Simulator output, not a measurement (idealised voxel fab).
The process module that follows is named voxel spacer lines.
Section cut is 235 nm wide and gridded with 5 nm square cells.
Cross-section layout: square cells on a grid; listed as bands, top to bottom; a band spans one or more cell rows. Read a band's entry like this: the first values are the height of its top and the height of its bottom in nm, and what follows is the sequence of materials from left to right, each with its width in nm. Note that "air" is empty space, and that a single material marked "everywhere" reaches across the band from edge to edge. Where do heights start? At 0: under that level the wafer as delivered is made of one material only. And the lowest band has no floor; it just carries on downward, as in "0 -> down". Graded width ("30..40"): value in top row of band = first number; value in bottom row = second number; row-to-row change constant. Any step labelled "remained the same" changed none of the cells in the cross-section. "Closed-off voids" - sealed voids, min. 8 cells, no opening to top; format: width x height at distance (distance from left edge; nm throughout). Step line, after settings: the simulator's comment on this step. A step's line can hold "overlay nm"; with a mask on that step, the setting says how far right of the planned place the mask lay, while a negative setting says it lay to the left.

-- Here's what the planned process steps look like
step 1: RECEIVE with material Si
step 2: CONFORMAL_DEP with material Al2O3, thk nm 10
step 3: DIRECTIONAL_DEP with material SiN, thk nm 15
step 4: DIRECTIONAL_DEP with material polySi, thk nm 20
step 5: PATTERN with tone cover, mask id MANDREL, material resist, width nm 20, pitch nm 70, thk nm 25, overlay nm 0
step 6: DIRECTIONAL_ETCH with etch materials polySi, depth nm 20
step 7: STRIP with etch materials resist
step 8: CONFORMAL_DEP with material SiO2, thk nm 15
step 9: DIRECTIONAL_ETCH with etch materials SiO2, depth nm 15
step 10: STRIP with etch materials polySi
step 11: DIRECTIONAL_ETCH with etch materials SiN, depth nm 15
step 12: STRIP with etch materials SiO2
step 13: FILL_DEP with material lowk, thk nm 5
step 14: CMP with height nm 25

-- So, the first of our two wafers, run just as we planned it

-- Here's what the wafer looked like in cross-section when it arrived - that's after step 1
    0 -> down | Si everywhere
    Closed-off voids: none

-- Cross-section through the wafer, step 2 finished
    10 -> 0 | Al2O3 everywhere
    Lower than 0, everything is as it was.

-- Cross-section through the wafer, step 3 finished
    25 -> 10 | SiN everywhere
    Lower than 10, everything is as it was.

-- Cross-section through the wafer, step 4 finished
    45 -> 25 | polySi everywhere
    Lower than 25, everything is as it was.

-- Cross-section through the wafer, step 5 finished
    70 -> 45 | air 70 nm / resist 20 nm / air 50 nm / resist 20 nm / air 75 nm
    Lower than 45, everything is as it was.

-- Cross-section through the wafer, step 6 finished
    70 -> 45 | air 70 nm / resist 20 nm / air 50 nm / resist 20 nm / air 75 nm
    45 -> 25 | air 70 nm / polySi 20 nm / air 50 nm / polySi 20 nm / air 75 nm
    Lower than 25, everything is as it was.

-- Cross-section through the wafer, step 7 finished
    45 -> 25 | air 70 nm / polySi 20 nm / air 50 nm / polySi 20 nm / air 75 nm
    Lower than 25, everything is as it was.

-- Cross-section through the wafer, step 8 finished
    60 -> 45 | air 55 nm / SiO2 50 nm / air 20 nm / SiO2 50 nm / air 60 nm
    45 -> 40 | air 55 nm / SiO2 15 nm / polySi 20 nm / SiO2 15 nm / air 20 nm / SiO2 15 nm / polySi 20 nm / SiO2 15 nm / air 60 nm
    40 -> 25 | SiO2 70 nm / polySi 20 nm / SiO2 50 nm / polySi 20 nm / SiO2 75 nm
    Lower than 25, everything is as it was.

-- Cross-section through the wafer, step 9 finished
    45 -> 25 | air 55 nm / SiO2 15 nm / polySi 20 nm / SiO2 15 nm / air 20 nm / SiO2 15 nm / polySi 20 nm / SiO2 15 nm / air 60 nm
    Lower than 25, everything is as it was.

-- Cross-section through the wafer, step 10 finished
    45 -> 25 | air 55 nm / SiO2 15 nm / air 20 nm / SiO2 15 nm / air 20 nm / SiO2 15 nm / air 20 nm / SiO2 15 nm / air 60 nm
    Lower than 25, everything is as it was.

-- Cross-section through the wafer, step 11 finished
    45 -> 25 | air 55 nm / SiO2 15 nm / air 20 nm / SiO2 15 nm / air 20 nm / SiO2 15 nm / air 20 nm / SiO2 15 nm / air 60 nm
    25 -> 10 | air 55 nm / SiN 15 nm / air 20 nm / SiN 15 nm / air 20 nm / SiN 15 nm / air 20 nm / SiN 15 nm / air 60 nm
    Lower than 10, everything is as it was.

-- Cross-section through the wafer, step 12 finished
    25 -> 10 | air 55 nm / SiN 15 nm / air 20 nm / SiN 15 nm / air 20 nm / SiN 15 nm / air 20 nm / SiN 15 nm / air 60 nm
    Lower than 10, everything is as it was.

-- Cross-section through the wafer, step 13 finished
    30 -> 25 | lowk everywhere
    25 -> 10 | lowk 55 nm / SiN 15 nm / lowk 20 nm / SiN 15 nm / lowk 20 nm / SiN 15 nm / lowk 20 nm / SiN 15 nm / lowk 60 nm
    Lower than 10, everything is as it was.

-- Cross-section through the wafer, step 14 finished
    25 -> 10 | lowk 55 nm / SiN 15 nm / lowk 20 nm / SiN 15 nm / lowk 20 nm / SiN 15 nm / lowk 20 nm / SiN 15 nm / lowk 60 nm
    Lower than 10, everything is as it was.

-- The second wafer began exactly as the first did and followed the same plan, but one mistake was made while running it; through step 4 inclusive, the two wafers are identical

-- Second wafer cross-section, taken as of the time the plan sets for step 5 to be done
    70 -> 45 | air 70 nm / resist 25 nm / air 45 nm / resist 25 nm / air 70 nm
    Lower than 45, everything is as it was.

-- Second wafer cross-section, taken as of the time the plan sets for step 6 to be done
    70 -> 45 | air 70 nm / resist 25 nm / air 45 nm / resist 25 nm / air 70 nm
    45 -> 25 | air 70 nm / polySi 25 nm / air 45 nm / polySi 25 nm / air 70 nm
    Lower than 25, everything is as it was.

-- Second wafer cross-section, taken as of the time the plan sets for step 7 to be done
    45 -> 25 | air 70 nm / polySi 25 nm / air 45 nm / polySi 25 nm / air 70 nm
    Lower than 25, everything is as it was.

-- Second wafer cross-section, taken as of the time the plan sets for step 8 to be done
    60 -> 45 | air 55 nm / SiO2 55 nm / air 15 nm / SiO2 55 nm / air 55 nm
    45 -> 40 | air 55 nm / SiO2 15 nm / polySi 25 nm / SiO2 15 nm / air 15 nm / SiO2 15 nm / polySi 25 nm / SiO2 15 nm / air 55 nm
    40 -> 25 | SiO2 70 nm / polySi 25 nm / SiO2 45 nm / polySi 25 nm / SiO2 70 nm
    Lower than 25, everything is as it was.

-- Second wafer cross-section, taken as of the time the plan sets for step 9 to be done
    45 -> 25 | air 55 nm / SiO2 15 nm / polySi 25 nm / SiO2 15 nm / air 15 nm / SiO2 15 nm / polySi 25 nm / SiO2 15 nm / air 55 nm
    Lower than 25, everything is as it was.

-- Second wafer cross-section, taken as of the time the plan sets for step 10 to be done
    45 -> 25 | air 55 nm / SiO2 15 nm / air 25 nm / SiO2 15 nm / air 15 nm / SiO2 15 nm / air 25 nm / SiO2 15 nm / air 55 nm
    Lower than 25, everything is as it was.

-- Second wafer cross-section, taken as of the time the plan sets for step 11 to be done
    45 -> 25 | air 55 nm / SiO2 15 nm / air 25 nm / SiO2 15 nm / air 15 nm / SiO2 15 nm / air 25 nm / SiO2 15 nm / air 55 nm
    25 -> 10 | air 55 nm / SiN 15 nm / air 25 nm / SiN 15 nm / air 15 nm / SiN 15 nm / air 25 nm / SiN 15 nm / air 55 nm
    Lower than 10, everything is as it was.

-- Second wafer cross-section, taken as of the time the plan sets for step 12 to be done
    25 -> 10 | air 55 nm / SiN 15 nm / air 25 nm / SiN 15 nm / air 15 nm / SiN 15 nm / air 25 nm / SiN 15 nm / air 55 nm
    Lower than 10, everything is as it was.

-- Second wafer cross-section, taken as of the time the plan sets for step 13 to be done
    30 -> 25 | lowk everywhere
    25 -> 10 | lowk 55 nm / SiN 15 nm / lowk 25 nm / SiN 15 nm / lowk 15 nm / SiN 15 nm / lowk 25 nm / SiN 15 nm / lowk 55 nm
    Lower than 10, everything is as it was.

-- Second wafer cross-section, taken as of the time the plan sets for step 14 to be done
    25 -> 10 | lowk 55 nm / SiN 15 nm / lowk 25 nm / SiN 15 nm / lowk 15 nm / SiN 15 nm / lowk 25 nm / SiN 15 nm / lowk 55 nm
    Lower than 10, everything is as it was.
Short version of what went wrong: step 5 was processed under conditions differing from the plan, specifically as PATTERN with tone cover, mask id MANDREL, material resist, width nm 25, pitch nm 70, thk nm 25, overlay nm 0
Tallied in cells, the final second wafer holds each material in the same quantity as the first, although not at the same places.
